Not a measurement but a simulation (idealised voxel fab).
A process module follows: voxel self aligned vias.
Shown is cross-section cut, with a width of 165 nm and square cells of size 5 nm.
Just so we're on the same page, the cross-sections are grids of square cells, and they're listed out in bands top to bottom, each band one or more rows deep. The band entry comprises the height of the band's top followed by the height of its bottom, expressed in nm, and subsequently the band's materials from left to right, each stated together with its width in nm. Where a single material is marked with the word "edge to edge", that material fills the band from edge to edge. The word "air" represents empty space. Where do heights start? At 0: under that level the wafer as delivered is made of one material only. And the lowest band has no floor; it just carries on downward, as in "z 0 and below". Read "30 to 40" as a graded width: first number on top, second number at the bottom, same change between each pair of neighbouring rows. Given "same as before" for a step, no cell of the cross-section differs between before and after that step. Closed-off voids of 8+ cells (no open route to the top) go in "Closed void list", written width x height at distance from the left edge, in nm. It should be noted that, on the line of a given step, the content following the step's settings is a remark produced by the simulator itself with respect to that step. overlay nm: mask offset rightward from planned place, masked step; negative means leftward offset.

The steps planned for the process are as follows:
1) RECEIVE (material Si)
2) CONFORMAL_DEP (material SiO2; thk nm 10)
3) CONFORMAL_DEP (material SiCN; thk nm 5)
4) DIRECTIONAL_DEP (material lowk; thk nm 25)
5) PATTERN (tone open; mask id LINES; material resist; width nm 20; pitch nm 70; thk nm 15; overlay nm 0)
6) DIRECTIONAL_ETCH (etch materials lowk; depth nm 25)
7) STRIP (etch materials resist)
8) CONFORMAL_DEP (material TiN; thk nm 5)
9) FILL_DEP (material Ru; thk nm 10)
10) CMP (height nm 40)
11) SELECTIVE_ETCH (etch materials W Ru TiN; depth nm 10)
12) FILL_DEP (material SiN; thk nm 10)
13) CMP (height nm 40)
14) DIRECTIONAL_DEP (material lowk; thk nm 20)
15) MASKED_ETCH (tone open; mask id VIAS; width nm 40; etch materials lowk; depth nm 20; overlay nm 0)
16) MASKED_ETCH (tone open; mask id VIAS; width nm 40; etch materials SiN; depth nm 10; overlay nm 0)
17) CONFORMAL_DEP (material TiN; thk nm 5)
18) FILL_DEP (material Ru; thk nm 5)
19) CMP (height nm 60)
20) CONFORMAL_DEP (material SiCN; thk nm 5)

Cross-section of the wafer upon arrival, representing the state reached after step 1:
    z 0 and below  Si edge to edge
    Closed void list: none

The module was run from the start shown above using the plan shown above, but one mistake was made doing it; the resulting wafer cross-section is below:
    z 65 to 60  SiCN edge to edge
    z 60 to 45  20 lowk, then 5 TiN, then 40 Ru, then 5 TiN, then 95 lowk
    z 45 to 40  20 lowk, then 20 TiN, then 10 Ru, then 20 TiN, then 95 lowk
    z 40 to 35  35 lowk, then 5 TiN, then 10 Ru, then 5 TiN, then 50 lowk, then 20 SiN, then 40 lowk
    z 35 to 30  35 lowk, then 20 TiN, then 50 lowk, then 20 SiN, then 40 lowk
    z 30 to 20  35 lowk, then 5 TiN, then 10 Ru, then 5 TiN, then 50 lowk, then 5 TiN, then 10 Ru, then 5 TiN, then 40 lowk
    z 20 to 15  35 lowk, then 20 TiN, then 50 lowk, then 20 TiN, then 40 lowk
    z 15 to 10  SiCN edge to edge
    z 10 to 0  SiO2 edge to edge
    z 0 and below  Si edge to edge
    Closed void list: none
So what did we get wrong on this run? step 15: run off-plan, actual operation and settings MASKED_ETCH (tone open; mask id VIAS; width nm 50; etch materials lowk; depth nm 20; overlay nm 0)
